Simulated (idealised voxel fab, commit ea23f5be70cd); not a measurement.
The following is a process module called voxel self aligned vias.
cross-section cut | 210 nm wide | cells 5 nm
Cross-sections here: square-cell grids, written as top-down lists of bands, a band being one or more rows of cells. Within each band entry, the heights of the top and of the bottom of the band appear first, in that order and in nm; the materials of the band then follow from left to right, each with its corresponding width in nm. The designation "throughout" on a single material indicates that it fills the band from edge to edge; the designation "empty" indicates empty space. We count height from 0. Below that, the starting wafer is all one material. The lowest band never ends at the bottom but goes on down; see "0 and below" for how that is written. Width spec "30..40" -> top row of cells at first value, bottom row at second value, equal per-row change in between. "no modifications" means the step left every cell of the cross-section as it was. The label "Cavities, closed" introduces a list of the empty spaces, 8 cells or larger, that have no open way up to the top; each entry in it reads width x height at distance, where the distance is taken from the left edge and all three are stated in nm. after a step's settings: what the simulator itself notes on the step. "overlay nm" denotes, for a step that has a mask, the displacement of the mask to the right of its planned place, with negative values corresponding to the left.

## Process steps foreseen in the plan
1: RECEIVE with material Si
2: CONFORMAL_DEP with material SiO2, thk nm 15
3: CONFORMAL_DEP with material SiCN, thk nm 5
4: DIRECTIONAL_DEP with material SiO2, thk nm 25
5: PATTERN with tone open, mask id LINES, material resist, width nm 20, pitch nm 60, thk nm 15, overlay nm 0
6: DIRECTIONAL_ETCH with etch materials SiO2, depth nm 25
7: STRIP with etch materials resist
8: CONFORMAL_DEP with material TiN, thk nm 5
9: FILL_DEP with material Ru, thk nm 5
10: CMP with height nm 45
11: SELECTIVE_ETCH with etch materials W Ru TiN, depth nm 10
12: FILL_DEP with material SiN, thk nm 5
13: CMP with height nm 45
14: DIRECTIONAL_DEP with material SiO2, thk nm 20
15: DIRECTIONAL_DEP with material aC, thk nm 10
16: PATTERN with tone open, mask id VIAS, material resist, width nm 30, thk nm 30, overlay nm 0
17: DIRECTIONAL_ETCH with etch materials aC, depth nm 10
18: STRIP with etch materials resist
19: DIRECTIONAL_ETCH with etch materials SiO2, depth nm 20
20: DIRECTIONAL_ETCH with etch materials SiN, depth nm 10
21: STRIP with etch materials aC
22: CONFORMAL_DEP with material TiN, thk nm 5
23: FILL_DEP with material Cu, thk nm 5
24: CMP with height nm 65
25: CONFORMAL_DEP with material SiCN, thk nm 5

## Account of the first of two wafers, which was processed as intended

## The cross-section here shows the wafer as received, i.e. in its state after step 1
* 0 and below = Si throughout
* Cavities, closed: none

## Cross-sectional representation of the wafer at the conclusion of step 2
* 15 down to 0 = SiO2 throughout
* All layers under 0 are left as they were.

## Cross-sectional representation of the wafer at the conclusion of step 3
* 20 down to 15 = SiCN throughout
* All layers under 15 are left as they were.

## Cross-sectional representation of the wafer at the conclusion of step 4
* 45 down to 20 = SiO2 throughout
* All layers under 20 are left as they were.

## Cross-sectional representation of the wafer at the conclusion of step 5
* 60 down to 45 = 65 of resist, 20 of empty, 40 of resist, 20 of empty, 65 of resist
* All layers under 45 are left as they were.

## Cross-sectional representation of the wafer at the conclusion of step 6
* 60 down to 45 = 65 of resist, 20 of empty, 40 of resist, 20 of empty, 65 of resist
* 45 down to 20 = 65 of SiO2, 20 of empty, 40 of SiO2, 20 of empty, 65 of SiO2
* All layers under 20 are left as they were.

## Cross-sectional representation of the wafer at the conclusion of step 7
* 45 down to 20 = 65 of SiO2, 20 of empty, 40 of SiO2, 20 of empty, 65 of SiO2
* All layers under 20 are left as they were.

## Cross-sectional representation of the wafer at the conclusion of step 8
* 50 down to 45 = 70 of TiN, 10 of empty, 50 of TiN, 10 of empty, 70 of TiN
* 45 down to 25 = 65 of SiO2, 5 of TiN, 10 of empty, 5 of TiN, 40 of SiO2, 5 of TiN, 10 of empty, 5 of TiN, 65 of SiO2
* 25 down to 20 = 65 of SiO2, 20 of TiN, 40 of SiO2, 20 of TiN, 65 of SiO2
* All layers under 20 are left as they were.

## Cross-sectional representation of the wafer at the conclusion of step 9
* 55 down to 50 = Ru throughout
* 50 down to 45 = 70 of TiN, 10 of Ru, 50 of TiN, 10 of Ru, 70 of TiN
* 45 down to 25 = 65 of SiO2, 5 of TiN, 10 of Ru, 5 of TiN, 40 of SiO2, 5 of TiN, 10 of Ru, 5 of TiN, 65 of SiO2
* All layers under 25 are left as they were.

## Cross-sectional representation of the wafer at the conclusion of step 10
* 45 down to 25 = 65 of SiO2, 5 of TiN, 10 of Ru, 5 of TiN, 40 of SiO2, 5 of TiN, 10 of Ru, 5 of TiN, 65 of SiO2
* All layers under 25 are left as they were.

## Cross-sectional representation of the wafer at the conclusion of step 11
* 45 down to 35 = 65 of SiO2, 20 of empty, 40 of SiO2, 20 of empty, 65 of SiO2
* All layers under 35 are left as they were.

## Cross-sectional representation of the wafer at the conclusion of step 12
* 50 down to 45 = SiN throughout
* 45 down to 35 = 65 of SiO2, 20 of SiN, 40 of SiO2, 20 of SiN, 65 of SiO2
* All layers under 35 are left as they were.

## Cross-sectional representation of the wafer at the conclusion of step 13
* 45 down to 35 = 65 of SiO2, 20 of SiN, 40 of SiO2, 20 of SiN, 65 of SiO2
* All layers under 35 are left as they were.

## Cross-sectional representation of the wafer at the conclusion of step 14
* 65 down to 45 = SiO2 throughout
* All layers under 45 are left as they were.

## Cross-sectional representation of the wafer at the conclusion of step 15
* 75 down to 65 = aC throughout
* All layers under 65 are left as they were.

## Cross-sectional representation of the wafer at the conclusion of step 16
* 105 down to 75 = 60 of resist, 30 of empty, 120 of resist
* All layers under 75 are left as they were.

## Cross-sectional representation of the wafer at the conclusion of step 17
* 95 down to 75 = 60 of resist, 30 of empty, 120 of resist
* 75 down to 65 = 60 of aC, 30 of empty, 120 of aC
* All layers under 65 are left as they were.

## Cross-sectional representation of the wafer at the conclusion of step 18
* 75 down to 65 = 60 of aC, 30 of empty, 120 of aC
* All layers under 65 are left as they were.

## Cross-sectional representation of the wafer at the conclusion of step 19
* 75 down to 65 = 60 of aC, 30 of empty, 120 of aC
* 65 down to 45 = 60 of SiO2, 30 of empty, 120 of SiO2
* All layers under 45 are left as they were.

## Cross-sectional representation of the wafer at the conclusion of step 20
* 75 down to 65 = 60 of aC, 30 of empty, 120 of aC
* 65 down to 45 = 60 of SiO2, 30 of empty, 120 of SiO2
* 45 down to 35 = 65 of SiO2, 20 of empty, 40 of SiO2, 20 of SiN, 65 of SiO2
* All layers under 35 are left as they were.

## Cross-sectional representation of the wafer at the conclusion of step 21
* 65 down to 45 = 60 of SiO2, 30 of empty, 120 of SiO2
* All layers under 45 are left as they were.

## Cross-sectional representation of the wafer at the conclusion of step 22
* 70 down to 65 = 65 of TiN, 20 of empty, 125 of TiN
* 65 down to 50 = 60 of SiO2, 5 of TiN, 20 of empty, 5 of TiN, 120 of SiO2
* 50 down to 45 = 60 of SiO2, 10 of TiN, 10 of empty, 10 of TiN, 120 of SiO2
* 45 down to 40 = 65 of SiO2, 5 of TiN, 10 of empty, 5 of TiN, 40 of SiO2, 20 of SiN, 65 of SiO2
* 40 down to 35 = 65 of SiO2, 20 of TiN, 40 of SiO2, 20 of SiN, 65 of SiO2
* All layers under 35 are left as they were.

## Cross-sectional representation of the wafer at the conclusion of step 23
* 75 down to 70 = Cu throughout
* 70 down to 65 = 65 of TiN, 20 of Cu, 125 of TiN
* 65 down to 50 = 60 of SiO2, 5 of TiN, 20 of Cu, 5 of TiN, 120 of SiO2
* 50 down to 45 = 60 of SiO2, 10 of TiN, 10 of Cu, 10 of TiN, 120 of SiO2
* 45 down to 40 = 65 of SiO2, 5 of TiN, 10 of Cu, 5 of TiN, 40 of SiO2, 20 of SiN, 65 of SiO2
* All layers under 40 are left as they were.

## Cross-sectional representation of the wafer at the conclusion of step 24
* 65 down to 50 = 60 of SiO2, 5 of TiN, 20 of Cu, 5 of TiN, 120 of SiO2
* All layers under 50 are left as they were.

## Cross-sectional representation of the wafer at the conclusion of step 25
* 70 down to 65 = SiCN throughout
* All layers under 65 are left as they were.

## The remaining wafer, second of the two, started like the first and was run to the same plan, except that one mistake was made along the way; the two coincide through step 1, inclusive

## Second wafer, cross-section, planned end of step 2
* 5 down to 0 = SiCN throughout
* All layers under 0 are left as they were.

## Second wafer, cross-section, planned end of step 3
* 20 down to 5 = SiO2 throughout
* All layers under 5 are left as they were.

## Second wafer, cross-section, planned end of step 4
* 45 down to 5 = SiO2 throughout
* All layers under 5 are left as they were.

## Second wafer, cross-section, planned end of step 5
* 60 down to 45 = 65 of resist, 20 of empty, 40 of resist, 20 of empty, 65 of resist
* All layers under 45 are left as they were.

## Second wafer, cross-section, planned end of step 6
* 60 down to 45 = 65 of resist, 20 of empty, 40 of resist, 20 of empty, 65 of resist
* 45 down to 20 = 65 of SiO2, 20 of empty, 40 of SiO2, 20 of empty, 65 of SiO2
* All layers under 20 are left as they were.

## Second wafer, cross-section, planned end of step 7
* 45 down to 20 = 65 of SiO2, 20 of empty, 40 of SiO2, 20 of empty, 65 of SiO2
* All layers under 20 are left as they were.

## Second wafer, cross-section, planned end of step 8
* 50 down to 45 = 70 of TiN, 10 of empty, 50 of TiN, 10 of empty, 70 of TiN
* 45 down to 25 = 65 of SiO2, 5 of TiN, 10 of empty, 5 of TiN, 40 of SiO2, 5 of TiN, 10 of empty, 5 of TiN, 65 of SiO2
* 25 down to 20 = 65 of SiO2, 20 of TiN, 40 of SiO2, 20 of TiN, 65 of SiO2
* All layers under 20 are left as they were.

## Second wafer, cross-section, planned end of step 9
* 55 down to 50 = Ru throughout
* 50 down to 45 = 70 of TiN, 10 of Ru, 50 of TiN, 10 of Ru, 70 of TiN
* 45 down to 25 = 65 of SiO2, 5 of TiN, 10 of Ru, 5 of TiN, 40 of SiO2, 5 of TiN, 10 of Ru, 5 of TiN, 65 of SiO2
* All layers under 25 are left as they were.

## Second wafer, cross-section, planned end of step 10
* 45 down to 25 = 65 of SiO2, 5 of TiN, 10 of Ru, 5 of TiN, 40 of SiO2, 5 of TiN, 10 of Ru, 5 of TiN, 65 of SiO2
* All layers under 25 are left as they were.

## Second wafer, cross-section, planned end of step 11
* 45 down to 35 = 65 of SiO2, 20 of empty, 40 of SiO2, 20 of empty, 65 of SiO2
* All layers under 35 are left as they were.

## Second wafer, cross-section, planned end of step 12
* 50 down to 45 = SiN throughout
* 45 down to 35 = 65 of SiO2, 20 of SiN, 40 of SiO2, 20 of SiN, 65 of SiO2
* All layers under 35 are left as they were.

## Second wafer, cross-section, planned end of step 13
* 45 down to 35 = 65 of SiO2, 20 of SiN, 40 of SiO2, 20 of SiN, 65 of SiO2
* All layers under 35 are left as they were.

## Second wafer, cross-section, planned end of step 14
* 65 down to 45 = SiO2 throughout
* All layers under 45 are left as they were.

## Second wafer, cross-section, planned end of step 15
* 75 down to 65 = aC throughout
* All layers under 65 are left as they were.

## Second wafer, cross-section, planned end of step 16
* 105 down to 75 = 60 of resist, 30 of empty, 120 of resist
* All layers under 75 are left as they were.

## Second wafer, cross-section, planned end of step 17
* 95 down to 75 = 60 of resist, 30 of empty, 120 of resist
* 75 down to 65 = 60 of aC, 30 of empty, 120 of aC
* All layers under 65 are left as they were.

## Second wafer, cross-section, planned end of step 18
* 75 down to 65 = 60 of aC, 30 of empty, 120 of aC
* All layers under 65 are left as they were.

## Second wafer, cross-section, planned end of step 19
* 75 down to 65 = 60 of aC, 30 of empty, 120 of aC
* 65 down to 45 = 60 of SiO2, 30 of empty, 120 of SiO2
* All layers under 45 are left as they were.

## Second wafer, cross-section, planned end of step 20
* 75 down to 65 = 60 of aC, 30 of empty, 120 of aC
* 65 down to 45 = 60 of SiO2, 30 of empty, 120 of SiO2
* 45 down to 35 = 65 of SiO2, 20 of empty, 40 of SiO2, 20 of SiN, 65 of SiO2
* All layers under 35 are left as they were.

## Second wafer, cross-section, planned end of step 21
* 65 down to 45 = 60 of SiO2, 30 of empty, 120 of SiO2
* All layers under 45 are left as they were.

## Second wafer, cross-section, planned end of step 22
* 70 down to 65 = 65 of TiN, 20 of empty, 125 of TiN
* 65 down to 50 = 60 of SiO2, 5 of TiN, 20 of empty, 5 of TiN, 120 of SiO2
* 50 down to 45 = 60 of SiO2, 10 of TiN, 10 of empty, 10 of TiN, 120 of SiO2
* 45 down to 40 = 65 of SiO2, 5 of TiN, 10 of empty, 5 of TiN, 40 of SiO2, 20 of SiN, 65 of SiO2
* 40 down to 35 = 65 of SiO2, 20 of TiN, 40 of SiO2, 20 of SiN, 65 of SiO2
* All layers under 35 are left as they were.

## Second wafer, cross-section, planned end of step 23
* 75 down to 70 = Cu throughout
* 70 down to 65 = 65 of TiN, 20 of Cu, 125 of TiN
* 65 down to 50 = 60 of SiO2, 5 of TiN, 20 of Cu, 5 of TiN, 120 of SiO2
* 50 down to 45 = 60 of SiO2, 10 of TiN, 10 of Cu, 10 of TiN, 120 of SiO2
* 45 down to 40 = 65 of SiO2, 5 of TiN, 10 of Cu, 5 of TiN, 40 of SiO2, 20 of SiN, 65 of SiO2
* All layers under 40 are left as they were.

## Second wafer, cross-section, planned end of step 24
* 65 down to 50 = 60 of SiO2, 5 of TiN, 20 of Cu, 5 of TiN, 120 of SiO2
* All layers under 50 are left as they were.

## Second wafer, cross-section, planned end of step 25
* 70 down to 65 = SiCN throughout
* All layers under 65 are left as they were.
Heads up, the wafer didn't run the way we planned it: steps 2 and 3 traded places in the executed sequence
At the end, each material covers as many cells on the second wafer as it does on the first, though the cells it covers are elsewhere.
